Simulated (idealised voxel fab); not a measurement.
Presented below is a process module, voxel wiring stack.
Section cut is 240 nm wide and gridded with 5 nm square cells.
Notation: cross-section as square-cell grid; stated in bands, top first, going down; one or more cell rows per band. It is stipulated that each band's entry specify, in nanometres, the height of the top of the band and then that of its bottom, followed by the materials of the band in left-to-right sequence, each together with its width in nanometres. A single material marked by the word "throughout" is understood to fill the band from edge to edge; the word "empty" is understood to denote empty space. All heights in this document are referenced to 0, defined as the level beneath which the wafer, as received, consists entirely of one material. The lowest band is not bounded below; it extends indefinitely downward and is written in the form "0 down". A two-number width, for instance "30 to 40", indicates that the width is equal to the first number in the top row of the band and to the second number in the bottom row, and that it changes by a constant amount per row of cells. "nothing changed" -> step changed no cross-section cell. For the entry "Unvented cavities", the listed items are empty spaces with no open way to the top whose size is 8 cells or more; each item follows the pattern width x height at distance, where distance is from the left edge and all three are in nm. It should be noted that, on the line of a given step, the content following the step's settings is a remark produced by the simulator itself with respect to that step. The optional step-line setting "overlay nm" applies to steps with a mask and quantifies how far to the right of its planned location the mask lay, a negative value indicating leftward placement.
# List of planned process steps
1: op RECEIVE | material Si
2: op CONFORMAL_DEP | material SiO2 | thk nm 15
3: op CONFORMAL_DEP | material SiCN | thk nm 5
4: op DIRECTIONAL_DEP | material lowk | thk nm 20
5: op PATTERN | tone open | mask id METAL_1 | material resist | width nm 20 | pitch nm 45 | thk nm 15 | overlay nm 0
6: op DIRECTIONAL_ETCH | etch materials lowk | depth nm 20
7: op DIRECTIONAL_ETCH | etch materials SiCN | depth nm 5
8: op STRIP | etch materials resist
9: op CONFORMAL_DEP | material TiN | thk nm 5
10: op FILL_DEP | material Cu | thk nm 10
11: op CMP | height nm 40
12: op EPI | material Ru | thk nm 5
13: op FILL_DEP | material SiCN | thk nm 5
14: op DIRECTIONAL_DEP | material SiO2 | thk nm 25
15: op MASKED_ETCH | tone open | mask id METAL_2 | width nm 20 | pitch nm 45 | etch materials SiO2 | depth nm 15 | overlay nm 0
16: op PATTERN | tone open | mask id METAL_2_HOLES | material resist | width nm 15 | pitch nm 45 | thk nm 20 | overlay nm 0
17: op DIRECTIONAL_ETCH | etch materials SiO2 | depth nm 10
18: op DIRECTIONAL_ETCH | etch materials SiCN | depth nm 5
19: op STRIP | etch materials resist
20: op CONFORMAL_DEP | material TiN | thk nm 5
21: op FILL_DEP | material Cu | thk nm 10
22: op CMP | height nm 75
23: op CONFORMAL_DEP | material SiCN | thk nm 5
24: op DIRECTIONAL_DEP | material SiO2 | thk nm 30
25: op PATTERN | tone open | mask id METAL_3 | material resist | width nm 20 | pitch nm 45 | thk nm 20 | overlay nm 0
26: op DIRECTIONAL_ETCH | etch materials SiO2 | depth nm 20
27: op STRIP | etch materials resist
28: op MASKED_ETCH | tone open | mask id METAL_3_HOLES | width nm 15 | pitch nm 45 | etch materials SiO2 | depth nm 10 | overlay nm 0
29: op MASKED_ETCH | tone open | mask id METAL_3_HOLES | width nm 15 | pitch nm 45 | etch materials SiCN | depth nm 5 | overlay nm 0
30: op CONFORMAL_DEP | material TiN | thk nm 5
31: op FILL_DEP | material Cu | thk nm 10
32: op CMP | height nm 110
33: op CONFORMAL_DEP | material SiCN | thk nm 5
# Below: the first of two wafers, run as planned
# Incoming wafer, cross-sectional view, post step 1
    0 down = Si throughout
    Unvented cavities: none
# Wafer section view after processing step 2
    15 to 0 = SiO2 throughout
    For the remainder of the cross-section, below 0, there is no change.
# Wafer section view after processing step 3
    20 to 15 = SiCN throughout
    For the remainder of the cross-section, below 15, there is no change.
# Wafer section view after processing step 4
    40 to 20 = lowk throughout
    For the remainder of the cross-section, below 20, there is no change.
# Wafer section view after processing step 5
    55 to 40 = 65 resist; 20 empty; 25 resist; 20 empty; 25 resist; 20 empty; 65 resist
    For the remainder of the cross-section, below 40, there is no change.
# Wafer section view after processing step 6
    55 to 40 = 65 resist; 20 empty; 25 resist; 20 empty; 25 resist; 20 empty; 65 resist
    40 to 20 = 65 lowk; 20 empty; 25 lowk; 20 empty; 25 lowk; 20 empty; 65 lowk
    For the remainder of the cross-section, below 20, there is no change.
# Wafer section view after processing step 7
    55 to 40 = 65 resist; 20 empty; 25 resist; 20 empty; 25 resist; 20 empty; 65 resist
    40 to 20 = 65 lowk; 20 empty; 25 lowk; 20 empty; 25 lowk; 20 empty; 65 lowk
    20 to 15 = 65 SiCN; 20 empty; 25 SiCN; 20 empty; 25 SiCN; 20 empty; 65 SiCN
    For the remainder of the cross-section, below 15, there is no change.
# Wafer section view after processing step 8
    40 to 20 = 65 lowk; 20 empty; 25 lowk; 20 empty; 25 lowk; 20 empty; 65 lowk
    For the remainder of the cross-section, below 20, there is no change.
# Wafer section view after processing step 9
    45 to 40 = 70 TiN; 10 empty; 35 TiN; 10 empty; 35 TiN; 10 empty; 70 TiN
    40 to 20 = 65 lowk; 5 TiN; 10 empty; 5 TiN; 25 lowk; 5 TiN; 10 empty; 5 TiN; 25 lowk; 5 TiN; 10 empty; 5 TiN; 65 lowk
    20 to 15 = 65 SiCN; 20 TiN; 25 SiCN; 20 TiN; 25 SiCN; 20 TiN; 65 SiCN
    For the remainder of the cross-section, below 15, there is no change.
# Wafer section view after processing step 10
    55 to 45 = Cu throughout
    45 to 40 = 70 TiN; 10 Cu; 35 TiN; 10 Cu; 35 TiN; 10 Cu; 70 TiN
    40 to 20 = 65 lowk; 5 TiN; 10 Cu; 5 TiN; 25 lowk; 5 TiN; 10 Cu; 5 TiN; 25 lowk; 5 TiN; 10 Cu; 5 TiN; 65 lowk
    For the remainder of the cross-section, below 20, there is no change.
# Wafer section view after processing step 11
    40 to 20 = 65 lowk; 5 TiN; 10 Cu; 5 TiN; 25 lowk; 5 TiN; 10 Cu; 5 TiN; 25 lowk; 5 TiN; 10 Cu; 5 TiN; 65 lowk
    For the remainder of the cross-section, below 20, there is no change.
# Wafer section view after processing step 12
    45 to 40 = 60 empty; 30 Ru; 15 empty; 30 Ru; 15 empty; 30 Ru; 60 empty
    For the remainder of the cross-section, below 40, there is no change.
# Wafer section view after processing step 13
    50 to 45 = SiCN throughout
    45 to 40 = 60 SiCN; 30 Ru; 15 SiCN; 30 Ru; 15 SiCN; 30 Ru; 60 SiCN
    For the remainder of the cross-section, below 40, there is no change.
# Wafer section view after processing step 14
    75 to 50 = SiO2 throughout
    For the remainder of the cross-section, below 50, there is no change.
# Wafer section view after processing step 15
    75 to 60 = 65 SiO2; 20 empty; 25 SiO2; 20 empty; 25 SiO2; 20 empty; 65 SiO2
    For the remainder of the cross-section, below 60, there is no change.
# Wafer section view after processing step 16
    95 to 75 = 65 resist; 15 empty; 30 resist; 15 empty; 30 resist; 15 empty; 70 resist
    75 to 60 = 65 SiO2; 15 empty; 5 resist; 25 SiO2; 15 empty; 5 resist; 25 SiO2; 15 empty; 5 resist; 65 SiO2
    For the remainder of the cross-section, below 60, there is no change.
# Wafer section view after processing step 17
    95 to 75 = 65 resist; 15 empty; 30 resist; 15 empty; 30 resist; 15 empty; 70 resist
    75 to 60 = 65 SiO2; 15 empty; 5 resist; 25 SiO2; 15 empty; 5 resist; 25 SiO2; 15 empty; 5 resist; 65 SiO2
    60 to 50 = 65 SiO2; 15 empty; 30 SiO2; 15 empty; 30 SiO2; 15 empty; 70 SiO2
    For the remainder of the cross-section, below 50, there is no change.
# Wafer section view after processing step 18
    95 to 75 = 65 resist; 15 empty; 30 resist; 15 empty; 30 resist; 15 empty; 70 resist
    75 to 60 = 65 SiO2; 15 empty; 5 resist; 25 SiO2; 15 empty; 5 resist; 25 SiO2; 15 empty; 5 resist; 65 SiO2
    60 to 50 = 65 SiO2; 15 empty; 30 SiO2; 15 empty; 30 SiO2; 15 empty; 70 SiO2
    50 to 45 = 65 SiCN; 15 empty; 30 SiCN; 15 empty; 30 SiCN; 15 empty; 70 SiCN
    For the remainder of the cross-section, below 45, there is no change.
# Wafer section view after processing step 19
    75 to 60 = 65 SiO2; 20 empty; 25 SiO2; 20 empty; 25 SiO2; 20 empty; 65 SiO2
    For the remainder of the cross-section, below 60, there is no change.
# Wafer section view after processing step 20
    80 to 75 = 70 TiN; 10 empty; 35 TiN; 10 empty; 35 TiN; 10 empty; 70 TiN
    75 to 65 = 65 SiO2; 5 TiN; 10 empty; 5 TiN; 25 SiO2; 5 TiN; 10 empty; 5 TiN; 25 SiO2; 5 TiN; 10 empty; 5 TiN; 65 SiO2
    65 to 60 = 65 SiO2; 5 TiN; 5 empty; 10 TiN; 25 SiO2; 5 TiN; 5 empty; 10 TiN; 25 SiO2; 5 TiN; 5 empty; 10 TiN; 65 SiO2
    60 to 50 = 65 SiO2; 5 TiN; 5 empty; 5 TiN; 30 SiO2; 5 TiN; 5 empty; 5 TiN; 30 SiO2; 5 TiN; 5 empty; 5 TiN; 70 SiO2
    50 to 45 = 65 SiCN; 15 TiN; 30 SiCN; 15 TiN; 30 SiCN; 15 TiN; 70 SiCN
    For the remainder of the cross-section, below 45, there is no change.
# Wafer section view after processing step 21
    90 to 80 = Cu throughout
    80 to 75 = 70 TiN; 10 Cu; 35 TiN; 10 Cu; 35 TiN; 10 Cu; 70 TiN
    75 to 65 = 65 SiO2; 5 TiN; 10 Cu; 5 TiN; 25 SiO2; 5 TiN; 10 Cu; 5 TiN; 25 SiO2; 5 TiN; 10 Cu; 5 TiN; 65 SiO2
    65 to 60 = 65 SiO2; 5 TiN; 5 Cu; 10 TiN; 25 SiO2; 5 TiN; 5 Cu; 10 TiN; 25 SiO2; 5 TiN; 5 Cu; 10 TiN; 65 SiO2
    60 to 50 = 65 SiO2; 5 TiN; 5 Cu; 5 TiN; 30 SiO2; 5 TiN; 5 Cu; 5 TiN; 30 SiO2; 5 TiN; 5 Cu; 5 TiN; 70 SiO2
    For the remainder of the cross-section, below 50, there is no change.
# Wafer section view after processing step 22
    75 to 65 = 65 SiO2; 5 TiN; 10 Cu; 5 TiN; 25 SiO2; 5 TiN; 10 Cu; 5 TiN; 25 SiO2; 5 TiN; 10 Cu; 5 TiN; 65 SiO2
    For the remainder of the cross-section, below 65, there is no change.
# Wafer section view after processing step 23
    80 to 75 = SiCN throughout
    For the remainder of the cross-section, below 75, there is no change.
# Wafer section view after processing step 24
    110 to 80 = SiO2 throughout
    For the remainder of the cross-section, below 80, there is no change.
# Wafer section view after processing step 25
    130 to 110 = 65 resist; 20 empty; 25 resist; 20 empty; 25 resist; 20 empty; 65 resist
    For the remainder of the cross-section, below 110, there is no change.
# Wafer section view after processing step 26
    130 to 110 = 65 resist; 20 empty; 25 resist; 20 empty; 25 resist; 20 empty; 65 resist
    110 to 90 = 65 SiO2; 20 empty; 25 SiO2; 20 empty; 25 SiO2; 20 empty; 65 SiO2
    For the remainder of the cross-section, below 90, there is no change.
# Wafer section view after processing step 27
    110 to 90 = 65 SiO2; 20 empty; 25 SiO2; 20 empty; 25 SiO2; 20 empty; 65 SiO2
    For the remainder of the cross-section, below 90, there is no change.
# Wafer section view after processing step 28
    110 to 90 = 65 SiO2; 20 empty; 25 SiO2; 20 empty; 25 SiO2; 20 empty; 65 SiO2
    90 to 80 = 65 SiO2; 15 empty; 30 SiO2; 15 empty; 30 SiO2; 15 empty; 70 SiO2
    For the remainder of the cross-section, below 80, there is no change.
# Wafer section view after processing step 29
    110 to 90 = 65 SiO2; 20 empty; 25 SiO2; 20 empty; 25 SiO2; 20 empty; 65 SiO2
    90 to 80 = 65 SiO2; 15 empty; 30 SiO2; 15 empty; 30 SiO2; 15 empty; 70 SiO2
    80 to 75 = 65 SiCN; 15 empty; 30 SiCN; 15 empty; 30 SiCN; 15 empty; 70 SiCN
    For the remainder of the cross-section, below 75, there is no change.
# Wafer section view after processing step 30
    115 to 110 = 70 TiN; 10 empty; 35 TiN; 10 empty; 35 TiN; 10 empty; 70 TiN
    110 to 95 = 65 SiO2; 5 TiN; 10 empty; 5 TiN; 25 SiO2; 5 TiN; 10 empty; 5 TiN; 25 SiO2; 5 TiN; 10 empty; 5 TiN; 65 SiO2
    95 to 90 = 65 SiO2; 5 TiN; 5 empty; 10 TiN; 25 SiO2; 5 TiN; 5 empty; 10 TiN; 25 SiO2; 5 TiN; 5 empty; 10 TiN; 65 SiO2
    90 to 80 = 65 SiO2; 5 TiN; 5 empty; 5 TiN; 30 SiO2; 5 TiN; 5 empty; 5 TiN; 30 SiO2; 5 TiN; 5 empty; 5 TiN; 70 SiO2
    80 to 75 = 65 SiCN; 15 TiN; 30 SiCN; 15 TiN; 30 SiCN; 15 TiN; 70 SiCN
    For the remainder of the cross-section, below 75, there is no change.
# Wafer section view after processing step 31
    125 to 115 = Cu throughout
    115 to 110 = 70 TiN; 10 Cu; 35 TiN; 10 Cu; 35 TiN; 10 Cu; 70 TiN
    110 to 95 = 65 SiO2; 5 TiN; 10 Cu; 5 TiN; 25 SiO2; 5 TiN; 10 Cu; 5 TiN; 25 SiO2; 5 TiN; 10 Cu; 5 TiN; 65 SiO2
    95 to 90 = 65 SiO2; 5 TiN; 5 Cu; 10 TiN; 25 SiO2; 5 TiN; 5 Cu; 10 TiN; 25 SiO2; 5 TiN; 5 Cu; 10 TiN; 65 SiO2
    90 to 80 = 65 SiO2; 5 TiN; 5 Cu; 5 TiN; 30 SiO2; 5 TiN; 5 Cu; 5 TiN; 30 SiO2; 5 TiN; 5 Cu; 5 TiN; 70 SiO2
    For the remainder of the cross-section, below 80, there is no change.
# Wafer section view after processing step 32
    110 to 95 = 65 SiO2; 5 TiN; 10 Cu; 5 TiN; 25 SiO2; 5 TiN; 10 Cu; 5 TiN; 25 SiO2; 5 TiN; 10 Cu; 5 TiN; 65 SiO2
    For the remainder of the cross-section, below 95, there is no change.
# Wafer section view after processing step 33
    115 to 110 = SiCN throughout
    For the remainder of the cross-section, below 110, there is no change.
# Here the second wafer is described. Its start and its plan were those of the first wafer. Its run contained one mistake. Up to and including step 15, it did exactly what the first wafer did
# Second wafer, sectioned view, at step 16's planned end time
    95 to 75 = 65 empty; 15 resist; 30 empty; 15 resist; 30 empty; 15 resist; 70 empty
    75 to 60 = 65 SiO2; 15 resist; 5 empty; 25 SiO2; 15 resist; 5 empty; 25 SiO2; 15 resist; 5 empty; 65 SiO2
    For the remainder of the cross-section, below 60, there is no change.
# Second wafer, sectioned view, at step 17's planned end time
    95 to 65 = 65 empty; 15 resist; 30 empty; 15 resist; 30 empty; 15 resist; 70 empty
    65 to 60 = 65 SiO2; 15 resist; 5 empty; 25 SiO2; 15 resist; 5 empty; 25 SiO2; 15 resist; 5 empty; 65 SiO2
    60 to 50 = 80 SiO2; 5 empty; 40 SiO2; 5 empty; 40 SiO2; 5 empty; 65 SiO2
    For the remainder of the cross-section, below 50, there is no change.
# Second wafer, sectioned view, at step 18's planned end time
    95 to 65 = 65 empty; 15 resist; 30 empty; 15 resist; 30 empty; 15 resist; 70 empty
    65 to 60 = 65 SiO2; 15 resist; 5 empty; 25 SiO2; 15 resist; 5 empty; 25 SiO2; 15 resist; 5 empty; 65 SiO2
    60 to 50 = 80 SiO2; 5 empty; 40 SiO2; 5 empty; 40 SiO2; 5 empty; 65 SiO2
    50 to 45 = 80 SiCN; 5 empty; 40 SiCN; 5 empty; 40 SiCN; 5 empty; 65 SiCN
    For the remainder of the cross-section, below 45, there is no change.
# Second wafer, sectioned view, at step 19's planned end time
    65 to 60 = 65 SiO2; 20 empty; 25 SiO2; 20 empty; 25 SiO2; 20 empty; 65 SiO2
    For the remainder of the cross-section, below 60, there is no change.
# Second wafer, sectioned view, at step 20's planned end time
    70 to 65 = 70 TiN; 10 empty; 35 TiN; 10 empty; 35 TiN; 10 empty; 70 TiN
    65 to 60 = 65 SiO2; 20 TiN; 25 SiO2; 20 TiN; 25 SiO2; 20 TiN; 65 SiO2
    60 to 50 = 80 SiO2; 5 TiN; 40 SiO2; 5 TiN; 40 SiO2; 5 TiN; 65 SiO2
    50 to 45 = 80 SiCN; 5 TiN; 40 SiCN; 5 TiN; 40 SiCN; 5 TiN; 65 SiCN
    For the remainder of the cross-section, below 45, there is no change.
# Second wafer, sectioned view, at step 21's planned end time
    80 to 70 = Cu throughout
    70 to 65 = 70 TiN; 10 Cu; 35 TiN; 10 Cu; 35 TiN; 10 Cu; 70 TiN
    For the remainder of the cross-section, below 65, there is no change.
# Second wafer, sectioned view, at step 22's planned end time
    75 to 70 = Cu throughout
    For the remainder of the cross-section, below 70, there is no change.
# Second wafer, sectioned view, at step 23's planned end time
    80 to 75 = SiCN throughout
    For the remainder of the cross-section, below 75, there is no change.
# Second wafer, sectioned view, at step 24's planned end time
    110 to 80 = SiO2 throughout
    For the remainder of the cross-section, below 80, there is no change.
# Second wafer, sectioned view, at step 25's planned end time
    130 to 110 = 65 resist; 20 empty; 25 resist; 20 empty; 25 resist; 20 empty; 65 resist
    For the remainder of the cross-section, below 110, there is no change.
# Second wafer, sectioned view, at step 26's planned end time
    130 to 110 = 65 resist; 20 empty; 25 resist; 20 empty; 25 resist; 20 empty; 65 resist
    110 to 90 = 65 SiO2; 20 empty; 25 SiO2; 20 empty; 25 SiO2; 20 empty; 65 SiO2
    For the remainder of the cross-section, below 90, there is no change.
# Second wafer, sectioned view, at step 27's planned end time
    110 to 90 = 65 SiO2; 20 empty; 25 SiO2; 20 empty; 25 SiO2; 20 empty; 65 SiO2
    For the remainder of the cross-section, below 90, there is no change.
# Second wafer, sectioned view, at step 28's planned end time
    110 to 90 = 65 SiO2; 20 empty; 25 SiO2; 20 empty; 25 SiO2; 20 empty; 65 SiO2
    90 to 80 = 65 SiO2; 15 empty; 30 SiO2; 15 empty; 30 SiO2; 15 empty; 70 SiO2
    For the remainder of the cross-section, below 80, there is no change.
# Second wafer, sectioned view, at step 29's planned end time
    110 to 90 = 65 SiO2; 20 empty; 25 SiO2; 20 empty; 25 SiO2; 20 empty; 65 SiO2
    90 to 80 = 65 SiO2; 15 empty; 30 SiO2; 15 empty; 30 SiO2; 15 empty; 70 SiO2
    80 to 75 = 65 SiCN; 15 empty; 30 SiCN; 15 empty; 30 SiCN; 15 empty; 70 SiCN
    For the remainder of the cross-section, below 75, there is no change.
# Second wafer, sectioned view, at step 30's planned end time
    115 to 110 = 70 TiN; 10 empty; 35 TiN; 10 empty; 35 TiN; 10 empty; 70 TiN
    110 to 95 = 65 SiO2; 5 TiN; 10 empty; 5 TiN; 25 SiO2; 5 TiN; 10 empty; 5 TiN; 25 SiO2; 5 TiN; 10 empty; 5 TiN; 65 SiO2
    95 to 90 = 65 SiO2; 5 TiN; 5 empty; 10 TiN; 25 SiO2; 5 TiN; 5 empty; 10 TiN; 25 SiO2; 5 TiN; 5 empty; 10 TiN; 65 SiO2
    90 to 80 = 65 SiO2; 5 TiN; 5 empty; 5 TiN; 30 SiO2; 5 TiN; 5 empty; 5 TiN; 30 SiO2; 5 TiN; 5 empty; 5 TiN; 70 SiO2
    80 to 75 = 65 SiCN; 15 TiN; 30 SiCN; 15 TiN; 30 SiCN; 15 TiN; 70 SiCN
    For the remainder of the cross-section, below 75, there is no change.
# Second wafer, sectioned view, at step 31's planned end time
    125 to 115 = Cu throughout
    115 to 110 = 70 TiN; 10 Cu; 35 TiN; 10 Cu; 35 TiN; 10 Cu; 70 TiN
    110 to 95 = 65 SiO2; 5 TiN; 10 Cu; 5 TiN; 25 SiO2; 5 TiN; 10 Cu; 5 TiN; 25 SiO2; 5 TiN; 10 Cu; 5 TiN; 65 SiO2
    95 to 90 = 65 SiO2; 5 TiN; 5 Cu; 10 TiN; 25 SiO2; 5 TiN; 5 Cu; 10 TiN; 25 SiO2; 5 TiN; 5 Cu; 10 TiN; 65 SiO2
    90 to 80 = 65 SiO2; 5 TiN; 5 Cu; 5 TiN; 30 SiO2; 5 TiN; 5 Cu; 5 TiN; 30 SiO2; 5 TiN; 5 Cu; 5 TiN; 70 SiO2
    For the remainder of the cross-section, below 80, there is no change.
# Second wafer, sectioned view, at step 32's planned end time
    110 to 95 = 65 SiO2; 5 TiN; 10 Cu; 5 TiN; 25 SiO2; 5 TiN; 10 Cu; 5 TiN; 25 SiO2; 5 TiN; 10 Cu; 5 TiN; 65 SiO2
    For the remainder of the cross-section, below 95, there is no change.
# Second wafer, sectioned view, at step 33's planned end time
    115 to 110 = SiCN throughout
    For the remainder of the cross-section, below 110, there is no change.
In executing the process, a mistake was made relative to the plan: in deviation from the planned setting, step 16 was conducted as op PATTERN | tone cover | mask id METAL_2_HOLES | material resist | width nm 15 | pitch nm 45 | thk nm 20 | overlay nm 0
End check, counted in cells, second wafer has more or fewer of these materials than the first: +33 Cu, +6 SiCN, -60 SiO2, +21 TiN
